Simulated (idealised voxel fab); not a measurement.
Proc. module: voxel transistor to metal
FYI the section here is cut, 300 nm wide, cells are 5 nm squares.
A cross-section is a grid of square cells, given in bands from the top down. A band is one or more rows of cells. First you get the band's top height and its bottom height, in nm, and then the materials it's made of, left to right, with each width in nm. If you see a single material with "edge to edge", that one covers the band edge to edge. "air" is empty space. Height is counted from the level 0, under which the received wafer is composed throughout of one material. The lowest of the bands is not closed at the bottom but continues downward, in the notation "0..down". Quick explanation for "30 to 40": the width changes in equal steps down the rows of cells, from the first number in the band's top row to the second number in its bottom row. A step reported as "no change" is a step in which no cell of the cross-section changed. Enclosed voids (no open way to top), threshold 8 cells or more, entry "Closed void inventory", notation width x height at distance, distance from left edge, nm. On each step's line, the part that comes after the settings is the simulator's own comment on the step. The setting "overlay nm" may be written on the line of a step. When the step uses a mask, the value reports how far to the right of the planned place the mask lay, and a negative value reports that it lay to the left.
Intended process steps
1) RECEIVE with material Si
2) OXIDIZE with depth nm 5
3) CONFORMAL_DEP with material SiN, thk nm 10
4) MASKED_ETCH with tone cover, mask id ACTIVE, width nm 115, pitch nm 140, etch materials SiN, depth nm 10, overlay nm 0
5) MASKED_ETCH with tone cover, mask id ACTIVE, width nm 115, pitch nm 140, etch materials SiO2, depth nm 5, overlay nm 0
6) MASKED_ETCH with tone cover, mask id ACTIVE, width nm 115, pitch nm 140, etch materials Si, depth nm 35, overlay nm 0
7) OXIDIZE with depth nm 5
8) FILL_DEP with material SiO2, thk nm 5
9) CMP with height nm 10
10) SELECTIVE_ETCH with etch materials SiO2, depth nm 10
11) STRIP with etch materials SiN
12) SELECTIVE_ETCH with etch materials SiO2, depth nm 5
13) OXIDIZE with depth nm 5
14) DIRECTIONAL_DEP with material polySi, thk nm 30
15) DIRECTIONAL_DEP with material SiCN, thk nm 15
16) PATTERN with tone cover, mask id GATE, material resist, width nm 35, pitch nm 140, thk nm 15, overlay nm 0
17) DIRECTIONAL_ETCH with etch materials SiCN, depth nm 25
18) DIRECTIONAL_ETCH with etch materials polySi, depth nm 40
19) STRIP with etch materials resist
20) CONFORMAL_DEP with material SiO2, thk nm 5
21) DIRECTIONAL_ETCH with etch materials SiO2, depth nm 5
22) CONFORMAL_DEP with material SiN, thk nm 10
23) DIRECTIONAL_ETCH with etch materials SiN, depth nm 10
24) DIRECTIONAL_ETCH with etch materials SiO2, depth nm 5
25) DIRECTIONAL_ETCH with etch materials Si, depth nm 10
26) EPI with material nSi, thk nm 10
27) FILL_DEP with material SiO2, thk nm 10
28) CMP with height nm 25
29) STRIP with etch materials polySi
30) SELECTIVE_ETCH with etch materials SiO2, depth nm 5
31) CONFORMAL_DEP with material HfO2, thk nm 5
32) CONFORMAL_DEP with material TiN, thk nm 5
33) FILL_DEP with material W, thk nm 10
34) CMP with height nm 20
35) DIRECTIONAL_DEP with material SiO2, thk nm 15
36) DIRECTIONAL_DEP with material aC, thk nm 15
37) PATTERN with tone open, mask id CONTACT, material resist, width nm 20, thk nm 30, overlay nm 0
38) DIRECTIONAL_ETCH with etch materials aC, depth nm 15
39) STRIP with etch materials resist
40) DIRECTIONAL_ETCH with etch materials SiO2, depth nm 45
41) STRIP with etch materials aC
42) CONFORMAL_DEP with material TiN, thk nm 5
43) FILL_DEP with material W, thk nm 5
44) CMP with height nm 35
45) DIRECTIONAL_DEP with material TiN, thk nm 5
46) DIRECTIONAL_DEP with material W, thk nm 20
47) DIRECTIONAL_DEP with material aC, thk nm 10
48) PATTERN with tone cover, mask id METAL_1, material resist, width nm 20, thk nm 25, overlay nm -10
49) DIRECTIONAL_ETCH with etch materials aC, depth nm 10
50) STRIP with etch materials resist
51) DIRECTIONAL_ETCH with etch materials W, depth nm 20
52) DIRECTIONAL_ETCH with etch materials TiN, depth nm 5
53) STRIP with etch materials aC
54) FILL_DEP with material lowk, thk nm 10
55) CMP with height nm 60
56) CONFORMAL_DEP with material SiN, thk nm 5
The wafers are alike at the start. At step 48, their overlay nm differs. The plan lists the first wafer's value.
As-received cross-section, first of several wafers, post step 1
0..down = Si edge to edge
Closed void inventory: none
Basically each wafer gets a line in the table, showing it at the end of the module: material by material, the cells it gained (+) or lost (-) since we got it, then its closed voids
overlay nm -10, +38 HfO2, -278 Si, +100 SiN, +374 SiO2, +126 TiN, +152 W, +220 lowk, +48 nSi, Closed void inventory: none
overlay nm -5, +38 HfO2, -278 Si, +100 SiN, +374 SiO2, +126 TiN, +152 W, +220 lowk, +48 nSi, Closed void inventory: none
overlay nm 0, +38 HfO2, -278 Si, +100 SiN, +374 SiO2, +126 TiN, +152 W, +220 lowk, +48 nSi, Closed void inventory: none
overlay nm 5, +38 HfO2, -278 Si, +100 SiN, +374 SiO2, +126 TiN, +152 W, +220 lowk, +48 nSi, Closed void inventory: none
overlay nm 10, +38 HfO2, -278 Si, +100 SiN, +374 SiO2, +126 TiN, +152 W, +220 lowk, +48 nSi, Closed void inventory: none
overlay nm 15, +38 HfO2, -278 Si, +100 SiN, +374 SiO2, +126 TiN, +152 W, +220 lowk, +48 nSi, Closed void inventory: none
